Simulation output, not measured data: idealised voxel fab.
process module | voxel local oxidation
cross-section cut | 240 nm wide | cells 5 nm
A cross-section is a grid of square cells, given in bands from the top down. A band is one or more rows of cells.
Each band's line starts with the height of the band's top and of its bottom, in nm. Then come its materials from left to right, each with its width in nm. One material with "throughout" fills the band from edge to edge. "air" is empty space.
Height 0 is the level under which the wafer as received is all one material. The lowest band goes on downwards, as in "0 down".
A width such as "30 to 40" changes by the same amount from each row of cells to the next, from the band's top row to its bottom row.
"no change" after a step means that no cell of the cross-section changed.
closed voids: empty space of 8 cells or more with no open way to the top, each as width x height at its distance from the left edge, in nm
after a step's settings: what the simulator itself notes on the step
overlay nm, on a step with a mask: how far to the right of its planned place the mask lay; to the left if negative
plan
1 op RECEIVE | material Si
2 op OXIDIZE | depth nm 5
3 op CONFORMAL_DEP | material SiN | thk nm 15
4 op MASKED_ETCH | tone cover | mask id ACTIVE | width nm 115 | etch materials SiN | depth nm 15 | overlay nm 0
5 op SELECTIVE_ETCH | etch materials SiO2 | depth nm 5
6 op OXIDIZE | depth nm 10
7 op STRIP | etch materials SiN
as received, after step 1
  0 down: Si throughout
  closed voids: none
a wafer at the end: this start, this plan, one mistake
  0 to -5: SiO2 55 | air 125 | SiO2 60
  -5 to -15: Si 45 | SiO2 145 | Si 50
  -15 down: Si throughout
  closed voids: none
what went wrong: step 4 ran as: op MASKED_ETCH | tone open | mask id ACTIVE | width nm 115 | etch materials SiN | depth nm 15 | overlay nm 0
